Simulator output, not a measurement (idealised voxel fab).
The name of this process module is voxel capacitor over wiring.
For reference, the cross-section in this document is cut, with width 225 nm and square cells of 5 nm.
Cross-section, as written here: a square-cell grid given band by band from the top down, where a band holds one or more rows of cells.
This entry defines a band. It first specifies the height of the band's top and the height of its bottom in nm, and then specifies the band's materials from left to right, stating each material with its width in nm. The word "edge to edge" identifies a single material that fills the band from edge to edge, while the word "air" identifies empty space.
Note: height 0 marks the level under which the wafer is uniformly one material as received. Lowest band unbounded below, written "0 and below".
With a width like "30..40", each row of cells in the band differs from the next by the same amount, the top row carrying the first number and the bottom row the second.
"no alteration" (step): cross-section cells unchanged, all of them.
"Sealed void list" - sealed voids, min. 8 cells, no opening to top; format: width x height at distance (distance from left edge; nm throughout).
Heads up: the bit after the settings on a step's line is the simulator's remark on that step.
If you see "overlay nm" on a step's line and that step has a mask, it's telling you how far right of where it was planned the mask ended up; a negative number means it went left instead.
**plan**
1: RECEIVE [material Si]
2: CONFORMAL_DEP [material SiO2] [thk nm 10]
3: CONFORMAL_DEP [material SiN] [thk nm 5]
4: DIRECTIONAL_DEP [material SiO2] [thk nm 20]
5: DIRECTIONAL_DEP [material aC] [thk nm 15]
6: PATTERN [tone open] [mask id METAL_1] [material resist] [width nm 25] [pitch nm 85] [thk nm 35] [overlay nm 0]
7: DIRECTIONAL_ETCH [etch materials aC] [depth nm 15]
8: STRIP [etch materials resist]
9: DIRECTIONAL_ETCH [etch materials SiO2] [depth nm 20]
10: DIRECTIONAL_ETCH [etch materials SiN] [depth nm 5]
11: STRIP [etch materials aC]
12: CONFORMAL_DEP [material TiN] [thk nm 5]
13: FILL_DEP [material Cu] [thk nm 10]
14: CMP [height nm 35]
15: CONFORMAL_DEP [material SiCN] [thk nm 5]
16: DIRECTIONAL_DEP [material lowk] [thk nm 20]
17: MASKED_ETCH [tone open] [mask id PLUG_1] [width nm 15] [etch materials lowk] [depth nm 20] [overlay nm 0]
18: MASKED_ETCH [tone open] [mask id PLUG_1] [width nm 15] [etch materials SiCN] [depth nm 5] [overlay nm 0]
19: CONFORMAL_DEP [material TiN] [thk nm 5]
20: FILL_DEP [material W] [thk nm 5]
21: CMP [height nm 60]
22: DIRECTIONAL_DEP [material TiN] [thk nm 10]
23: DIRECTIONAL_DEP [material SiN] [thk nm 5]
24: DIRECTIONAL_DEP [material TiN] [thk nm 10]
25: PATTERN [tone cover] [mask id UPPER_PLATE] [material resist] [width nm 65] [thk nm 20] [overlay nm 0]
26: DIRECTIONAL_ETCH [etch materials TiN] [depth nm 10]
27: DIRECTIONAL_ETCH [etch materials SiN] [depth nm 5]
28: STRIP [etch materials resist]
29: MASKED_ETCH [tone cover] [mask id LOWER_PLATE] [width nm 75] [etch materials TiN] [depth nm 10] [overlay nm 0]
30: FILL_DEP [material SiO2] [thk nm 15]
31: CMP [height nm 95]
32: DIRECTIONAL_DEP [material aC] [thk nm 10]
33: PATTERN [tone open] [mask id PLUG_2] [material resist] [width nm 15] [thk nm 25] [overlay nm 0]
34: DIRECTIONAL_ETCH [etch materials aC] [depth nm 10]
35: STRIP [etch materials resist]
36: DIRECTIONAL_ETCH [etch materials SiO2] [depth nm 10]
37: STRIP [etch materials aC]
38: CONFORMAL_DEP [material TiN] [thk nm 5]
39: FILL_DEP [material Cu] [thk nm 10]
40: CMP [height nm 95]
41: CONFORMAL_DEP [material SiCN] [thk nm 5]
**So this is the incoming wafer in cross-section - it's already been through step 1**
	0 and below  Si edge to edge
	Sealed void list: none
**As-planned run: cross-section of the first of two wafers at end of module**
	100 down to 95  SiCN edge to edge
	95 down to 90  SiO2=75, TiN=5, Cu=5, TiN=5, SiO2=135
	90 down to 85  SiO2=75, TiN=15, SiO2=135
	85 down to 75  SiO2=65, TiN=65, SiO2=95
	75 down to 70  SiO2=65, SiN=65, SiO2=95
	70 down to 60  SiO2=60, TiN=75, SiO2=90
	60 down to 40  lowk=65, TiN=5, W=5, TiN=5, lowk=145
	40 down to 35  SiCN=65, TiN=15, SiCN=145
	35 down to 15  SiO2=55, TiN=5, Cu=15, TiN=5, SiO2=60, TiN=5, Cu=15, TiN=5, SiO2=60
	15 down to 10  SiN=55, TiN=25, SiN=60, TiN=25, SiN=60
	10 down to 0  SiO2 edge to edge
	0 and below  Si edge to edge
	Sealed void list: none
**Cross-sectional view of the second of two wafers upon completion of the module. This wafer shared its starting condition and process plan with the first; one error was made during its execution**
	100 down to 95  SiCN edge to edge
	95 down to 90  SiO2=75, TiN=5, Cu=5, TiN=5, SiO2=135
	90 down to 85  SiO2=75, TiN=15, SiO2=135
	85 down to 80  SiO2 edge to edge
	80 down to 70  SiO2=65, TiN=65, SiO2=95
	70 down to 65  SiO2=65, SiN=65, SiO2=95
	65 down to 55  SiO2=60, TiN=75, SiO2=90
	55 down to 40  lowk=65, TiN=5, W=5, TiN=5, lowk=145
	40 down to 35  SiCN=65, TiN=15, SiCN=145
	35 down to 15  SiO2=55, TiN=5, Cu=15, TiN=5, SiO2=60, TiN=5, Cu=15, TiN=5, SiO2=60
	15 down to 10  SiN=55, TiN=25, SiN=60, TiN=25, SiN=60
	10 down to 0  SiO2 edge to edge
	0 and below  Si edge to edge
	Sealed void list: none
What broke from the plan during processing? step 21 deviated from plan and actually ran as CMP [height nm 55]
Upon completion, the second wafer contains, in terms of cells, a greater or smaller amount of certain materials than the first wafer: +45 SiO2, -2 TiN, -1 W, -42 lowk
